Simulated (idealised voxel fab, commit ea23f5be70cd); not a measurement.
The following is a process module called voxel capacitor over wiring.
FYI the section here is cut, 290 nm wide, cells are 5 nm squares.
Cross-section = grid of square cells, listed top down in bands; band = one or more rows. Top, bottom (nm), then materials left to right with widths (nm); lone material tagged "all across" fills the whole band edge to edge; "blank" = empty space. Heights are reckoned from 0. Under this level, the received wafer is all of one material. The bottommost band is open-ended downward, for example "top 0, no bottom". Width spec "30->40" -> top row of cells at first value, bottom row at second value, equal per-row change in between. Take "nothing changed" at face value: in the step it is given for, the cross-section changed in none of its cells. "Closed internal cavities" contains a list of empty spaces, each no smaller than 8 cells and without an open way to the top, written in the form width x height at distance with the distance from the left edge and all three in nm. That trailing text on a step's line, after the settings, is the simulator's own remark on the step. The "overlay nm" setting may appear on a step's line; for a step that uses a mask, it gives how far to the right of its planned position the mask lay, and a negative value indicates the left.

**The process steps that were planned are listed below**
1,RECEIVE [material Si]
2,CONFORMAL_DEP [material SiO2] [thk nm 15]
3,DIRECTIONAL_DEP [material TiN] [thk nm 5]
4,DIRECTIONAL_DEP [material W] [thk nm 25]
5,DIRECTIONAL_DEP [material aC] [thk nm 15]
6,PATTERN [tone cover] [mask id METAL_1] [material resist] [width nm 30] [pitch nm 90] [thk nm 30] [overlay nm 0]
7,DIRECTIONAL_ETCH [etch materials aC] [depth nm 15]
8,STRIP [etch materials resist]
9,DIRECTIONAL_ETCH [etch materials W] [depth nm 25]
10,DIRECTIONAL_ETCH [etch materials TiN] [depth nm 5]
11,STRIP [etch materials aC]
12,FILL_DEP [material SiO2] [thk nm 5]
13,CMP [height nm 45]
14,CONFORMAL_DEP [material SiCN] [thk nm 5]
15,DIRECTIONAL_DEP [material lowk] [thk nm 20]
16,MASKED_ETCH [tone open] [mask id PLUG_1] [width nm 15] [etch materials lowk] [depth nm 20] [overlay nm 0]
17,MASKED_ETCH [tone open] [mask id PLUG_1] [width nm 15] [etch materials SiCN] [depth nm 5] [overlay nm 0]
18,CONFORMAL_DEP [material TiN] [thk nm 5]
19,FILL_DEP [material W] [thk nm 10]
20,CMP [height nm 70]
21,DIRECTIONAL_DEP [material TiN] [thk nm 10]
22,DIRECTIONAL_DEP [material Al2O3] [thk nm 5]
23,DIRECTIONAL_DEP [material TiN] [thk nm 10]
24,DIRECTIONAL_DEP [material aC] [thk nm 15]
25,PATTERN [tone cover] [mask id UPPER_PLATE] [material resist] [width nm 65] [thk nm 35] [overlay nm 0]
26,DIRECTIONAL_ETCH [etch materials aC] [depth nm 15]
27,STRIP [etch materials resist]
28,DIRECTIONAL_ETCH [etch materials TiN] [depth nm 10]
29,DIRECTIONAL_ETCH [etch materials Al2O3] [depth nm 5]
30,STRIP [etch materials aC]
31,PATTERN [tone cover] [mask id LOWER_PLATE] [material resist] [width nm 75] [thk nm 15] [overlay nm 0]
32,DIRECTIONAL_ETCH [etch materials TiN] [depth nm 10]
33,STRIP [etch materials resist]
34,FILL_DEP [material SiO2] [thk nm 15]
35,CMP [height nm 105]
36,MASKED_ETCH [tone open] [mask id PLUG_2] [width nm 15] [etch materials SiO2] [depth nm 10] [overlay nm 0]
37,CONFORMAL_DEP [material TiN] [thk nm 5]
38,FILL_DEP [material Cu] [thk nm 5]
39,CMP [height nm 105]
40,CONFORMAL_DEP [material SiCN] [thk nm 5]

**Shown in cross-section is the wafer as received, that is, as it stands after step 1**
top 0, no bottom: Si all across
Closed internal cavities: none

**Cross-section, end of module. Start: as above. Plan: as above. Execution: one mistake**
top 110, bottom 105: SiCN all across
top 105, bottom 100: SiO2 (110)  TiN (5)  Cu (5)  TiN (5)  SiO2 (165)
top 100, bottom 95: SiO2 (110)  TiN (15)  SiO2 (165)
top 95, bottom 85: SiO2 (100)  TiN (65)  SiO2 (125)
top 85, bottom 80: SiO2 (100)  Al2O3 (65)  SiO2 (125)
top 80, bottom 70: SiO2 (95)  TiN (75)  SiO2 (120)
top 70, bottom 50: lowk (100)  TiN (5)  W (5)  TiN (5)  lowk (175)
top 50, bottom 45: SiCN (100)  TiN (15)  SiCN (175)
top 45, bottom 35: SiO2 (85)  W (30)  SiO2 (60)  W (30)  SiO2 (85)
top 35, bottom 30: SiO2 (85)  TiN (30)  SiO2 (60)  TiN (30)  SiO2 (85)
top 30, bottom 0: SiO2 all across
top 0, no bottom: Si all across
Closed internal cavities: none
Short version of what went wrong: step 2 of the plan was performed twice
